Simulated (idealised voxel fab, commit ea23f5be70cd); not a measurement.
Process module name: voxel ribs on slabs
Cross-section cut: width 160 nm, square cells of 5 nm.
A cross-section is written here as square cells arranged in a grid, and it is given in bands from the top down, each band taking up one or more rows of cells.
In this notation a band is specified by the heights of its top and bottom, in that order and in nm, after which its materials appear from left to right, each paired with its width in nm. The word "everywhere" attached to a single material means that material fills the band from edge to edge; the word "air" stands for empty space.
We count height from 0. Below that, the starting wafer is all one material. The lowest band never ends at the bottom but goes on down; see "0 and below" for how that is written.
The expression "30 to 40" gives the width at the extremes of the band, the first number at its top row of cells and the second at its bottom row, with the width changing by equal amounts from each row to the next in between.
A step reported as "stayed the same" is a step in which no cell of the cross-section changed.
"Fully closed voids" specifies each empty space that is not open to the top and that occupies no fewer than 8 cells, using the form width x height at distance, the distance measured from the left edge and all three quantities in nm.
Note: text after step settings on the step line = simulator remark on that step.
"overlay nm", when on a step's line for a step with a mask, measures how far to the right of its planned place the mask lay; a negative measure means to the left.
Process steps foreseen in the plan:
1: RECEIVE, material Si
2: DIRECTIONAL_DEP, material SiO2, thk nm 20
3: DIRECTIONAL_DEP, material polySi, thk nm 20
4: PATTERN, tone cover, mask id RIB, material resist, width nm 30, thk nm 15, overlay nm 0
5: DIRECTIONAL_ETCH, etch materials polySi, depth nm 5
6: STRIP, etch materials resist
7: PATTERN, tone cover, mask id SLAB, material resist, width nm 60, thk nm 20, overlay nm 0
8: DIRECTIONAL_ETCH, etch materials polySi, depth nm 15
9: STRIP, etch materials resist
10: FILL_DEP, material SiO2, thk nm 20
11: CMP, height nm 50
12: DIRECTIONAL_DEP, material TiN, thk nm 10
13: PATTERN, tone cover, mask id HEATER, material resist, width nm 40, thk nm 15, overlay nm 0
14: DIRECTIONAL_ETCH, etch materials TiN, depth nm 10
15: STRIP, etch materials resist
16: CONFORMAL_DEP, material SiO2, thk nm 5
As-received wafer cross-section (after step 1):
* 0 and below | Si everywhere
* Fully closed voids: none
First wafer of two, sectioned at end of module; run went per plan:
* 65 down to 60 | air (55), SiO2 (50), air (55)
* 60 down to 55 | air (55), SiO2 (5), TiN (40), SiO2 (5), air (55)
* 55 down to 50 | SiO2 (60), TiN (40), SiO2 (60)
* 50 down to 40 | SiO2 everywhere
* 40 down to 35 | SiO2 (65), polySi (30), SiO2 (65)
* 35 down to 20 | SiO2 (50), polySi (60), SiO2 (50)
* 20 down to 0 | SiO2 everywhere
* 0 and below | Si everywhere
* Fully closed voids: none
Second wafer through the module, sectioned at the end: same beginning and same plan as the first wafer, with one mistake in carrying it out:
* 65 down to 60 | air (55), SiO2 (50), air (55)
* 60 down to 55 | air (55), SiO2 (5), TiN (40), SiO2 (5), air (55)
* 55 down to 50 | SiO2 (60), TiN (40), SiO2 (60)
* 50 down to 40 | SiO2 (50), polySi (60), SiO2 (50)
* 40 down to 20 | polySi everywhere
* 20 down to 0 | SiO2 everywhere
* 0 and below | Si everywhere
* Fully closed voids: none
In executing the process, a mistake was made relative to the plan: step 3 of the plan was executed twice over
Final tally in cells, some materials are higher or lower on the second wafer than on the first: SiO2: 110 fewer | polySi: 110 more
